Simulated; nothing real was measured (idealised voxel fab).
The process module presented herein is designated voxel released beams.
Section cut is 300 nm wide and gridded with 5 nm square cells.
Think of the cross-section as a grid of square cells. We describe it in bands, top to bottom, and each band covers one or more rows of those cells.
Basically the band line says how high the top is and how high the bottom is, in nm, and then what's in it from left to right, every material with its width in nm. Empty space shows up as "blank", and if a single material carries "full width" it runs the full band edge to edge.
Heights are measured from 0, the level below which the as-received wafer is all one material; the lowest band has no bottom and continues downward, written as in "top 0, no bottom".
The two numbers in a width such as "30..40" mark its ends across the band: the first belongs to the top row of cells, the second to the bottom row, and from each row to the next the width moves by the same amount.
Given "no alteration" for a step, no cell of the cross-section differs between before and after that step.
Entry "Voids, sealed" = empty spaces >= 8 cells with no open way to the top; each as width x height at distance, distance from left edge, all nm.
Heads up: the bit after the settings on a step's line is the simulator's remark on that step.
On any step carrying a mask, the "overlay nm" setting, if present on the step's line, tells how far right of its planned place the mask lay; negative values point to the left.
The steps planned for the process are as follows
1 op RECEIVE | material Si
2 op CONFORMAL_DEP | material Al2O3 | thk nm 10
3 op DIRECTIONAL_DEP | material SiO2 | thk nm 10
4 op DIRECTIONAL_DEP | material aC | thk nm 10
5 op PATTERN | tone open | mask id ANCHOR | material resist | width nm 40 | thk nm 25 | overlay nm 0
6 op DIRECTIONAL_ETCH | etch materials aC | depth nm 10
7 op STRIP | etch materials resist
8 op DIRECTIONAL_ETCH | etch materials SiO2 | depth nm 10
9 op STRIP | etch materials aC
10 op CONFORMAL_DEP | material SiN | thk nm 15
11 op DIRECTIONAL_DEP | material aC | thk nm 15
12 op PATTERN | tone cover | mask id BEAM | material resist | width nm 100 | thk nm 30 | overlay nm 0
13 op DIRECTIONAL_ETCH | etch materials aC | depth nm 15
14 op STRIP | etch materials resist
15 op DIRECTIONAL_ETCH | etch materials SiN | depth nm 15
16 op STRIP | etch materials aC
17 op STRIP | etch materials SiO2
Account of the first of two wafers, which was processed as intended
Cross-section of the wafer upon arrival, representing the state reached after step 1
  top 0, no bottom: Si full width
  Voids, sealed: none
Wafer xsec, post step 2
  top 10, bottom 0: Al2O3 full width
  At heights below 0, the structure remains unaltered.
Wafer xsec, post step 3
  top 20, bottom 10: SiO2 full width
  At heights below 10, the structure remains unaltered.
Wafer xsec, post step 4
  top 30, bottom 20: aC full width
  At heights below 20, the structure remains unaltered.
Wafer xsec, post step 5
  top 55, bottom 30: resist 100; blank 40; resist 160
  At heights below 30, the structure remains unaltered.
Wafer xsec, post step 6
  top 45, bottom 30: resist 100; blank 40; resist 160
  top 30, bottom 20: aC 100; blank 40; aC 160
  At heights below 20, the structure remains unaltered.
Wafer xsec, post step 7
  top 30, bottom 20: aC 100; blank 40; aC 160
  At heights below 20, the structure remains unaltered.
Wafer xsec, post step 8
  top 30, bottom 20: aC 100; blank 40; aC 160
  top 20, bottom 10: SiO2 100; blank 40; SiO2 160
  At heights below 10, the structure remains unaltered.
Wafer xsec, post step 9
  top 20, bottom 10: SiO2 100; blank 40; SiO2 160
  At heights below 10, the structure remains unaltered.
Wafer xsec, post step 10
  top 35, bottom 25: SiN 115; blank 10; SiN 175
  top 25, bottom 20: SiN full width
  top 20, bottom 10: SiO2 100; SiN 40; SiO2 160
  At heights below 10, the structure remains unaltered.
Wafer xsec, post step 11
  top 50, bottom 40: aC 115; blank 10; aC 175
  top 40, bottom 35: aC full width
  top 35, bottom 25: SiN 115; aC 10; SiN 175
  At heights below 25, the structure remains unaltered.
Wafer xsec, post step 12
  top 80, bottom 50: blank 95; resist 100; blank 105
  top 50, bottom 40: aC 115; resist 10; aC 175
  At heights below 40, the structure remains unaltered.
Wafer xsec, post step 13
  top 65, bottom 50: blank 95; resist 100; blank 105
  top 50, bottom 40: blank 95; aC 20; resist 10; aC 70; blank 105
  top 40, bottom 35: blank 95; aC 100; blank 105
  At heights below 35, the structure remains unaltered.
Wafer xsec, post step 14
  top 50, bottom 40: blank 95; aC 20; blank 10; aC 70; blank 105
  At heights below 40, the structure remains unaltered.
Wafer xsec, post step 15
  top 50, bottom 40: blank 95; aC 20; blank 10; aC 70; blank 105
  top 40, bottom 35: blank 95; aC 100; blank 105
  top 35, bottom 25: blank 95; SiN 20; aC 10; SiN 70; blank 105
  top 25, bottom 20: blank 95; SiN 100; blank 105
  At heights below 20, the structure remains unaltered.
Wafer xsec, post step 16
  top 35, bottom 25: blank 95; SiN 20; blank 10; SiN 70; blank 105
  At heights below 25, the structure remains unaltered.
Wafer xsec, post step 17
  top 35, bottom 25: blank 95; SiN 20; blank 10; SiN 70; blank 105
  top 25, bottom 20: blank 95; SiN 100; blank 105
  top 20, bottom 10: blank 100; SiN 40; blank 160
  At heights below 10, the structure remains unaltered.
Second wafer, same starting state and plan as the first, one mistake in the run, identical through step 4
Cross-section of the second wafer when, according to plan, step 5 should have finished
  top 55, bottom 30: resist 105; blank 35; resist 160
  At heights below 30, the structure remains unaltered.
Cross-section of the second wafer when, according to plan, step 6 should have finished
  top 45, bottom 30: resist 105; blank 35; resist 160
  top 30, bottom 20: aC 105; blank 35; aC 160
  At heights below 20, the structure remains unaltered.
Cross-section of the second wafer when, according to plan, step 7 should have finished
  top 30, bottom 20: aC 105; blank 35; aC 160
  At heights below 20, the structure remains unaltered.
Cross-section of the second wafer when, according to plan, step 8 should have finished
  top 30, bottom 20: aC 105; blank 35; aC 160
  top 20, bottom 10: SiO2 105; blank 35; SiO2 160
  At heights below 10, the structure remains unaltered.
Cross-section of the second wafer when, according to plan, step 9 should have finished
  top 20, bottom 10: SiO2 105; blank 35; SiO2 160
  At heights below 10, the structure remains unaltered.
Cross-section of the second wafer when, according to plan, step 10 should have finished
  top 35, bottom 25: SiN 120; blank 5; SiN 175
  top 25, bottom 20: SiN full width
  top 20, bottom 10: SiO2 105; SiN 35; SiO2 160
  At heights below 10, the structure remains unaltered.
Cross-section of the second wafer when, according to plan, step 11 should have finished
  top 50, bottom 40: aC 120; blank 5; aC 175
  top 40, bottom 35: aC full width
  top 35, bottom 25: SiN 120; aC 5; SiN 175
  At heights below 25, the structure remains unaltered.
Cross-section of the second wafer when, according to plan, step 12 should have finished
  top 80, bottom 50: blank 95; resist 100; blank 105
  top 50, bottom 40: aC 120; resist 5; aC 175
  At heights below 40, the structure remains unaltered.
Cross-section of the second wafer when, according to plan, step 13 should have finished
  top 65, bottom 50: blank 95; resist 100; blank 105
  top 50, bottom 40: blank 95; aC 25; resist 5; aC 70; blank 105
  top 40, bottom 35: blank 95; aC 100; blank 105
  At heights below 35, the structure remains unaltered.
Cross-section of the second wafer when, according to plan, step 14 should have finished
  top 50, bottom 40: blank 95; aC 25; blank 5; aC 70; blank 105
  At heights below 40, the structure remains unaltered.
Cross-section of the second wafer when, according to plan, step 15 should have finished
  top 50, bottom 40: blank 95; aC 25; blank 5; aC 70; blank 105
  top 40, bottom 35: blank 95; aC 100; blank 105
  top 35, bottom 25: blank 95; SiN 25; aC 5; SiN 70; blank 105
  top 25, bottom 20: blank 95; SiN 100; blank 105
  At heights below 20, the structure remains unaltered.
Cross-section of the second wafer when, according to plan, step 16 should have finished
  top 35, bottom 25: blank 95; SiN 25; blank 5; SiN 70; blank 105
  At heights below 25, the structure remains unaltered.
Cross-section of the second wafer when, according to plan, step 17 should have finished
  top 35, bottom 25: blank 95; SiN 25; blank 5; SiN 70; blank 105
  top 25, bottom 20: blank 95; SiN 100; blank 105
  top 20, bottom 10: blank 105; SiN 35; blank 160
  At heights below 10, the structure remains unaltered.
What broke from the plan during processing? note that step 5 departed from the planned setting and was carried out as op PATTERN | tone open | mask id ANCHOR | material resist | width nm 35 | thk nm 25 | overlay nm 0
Same inventory, different map: at the end, the second wafer holds as many cells of each material as the first, placed elsewhere.
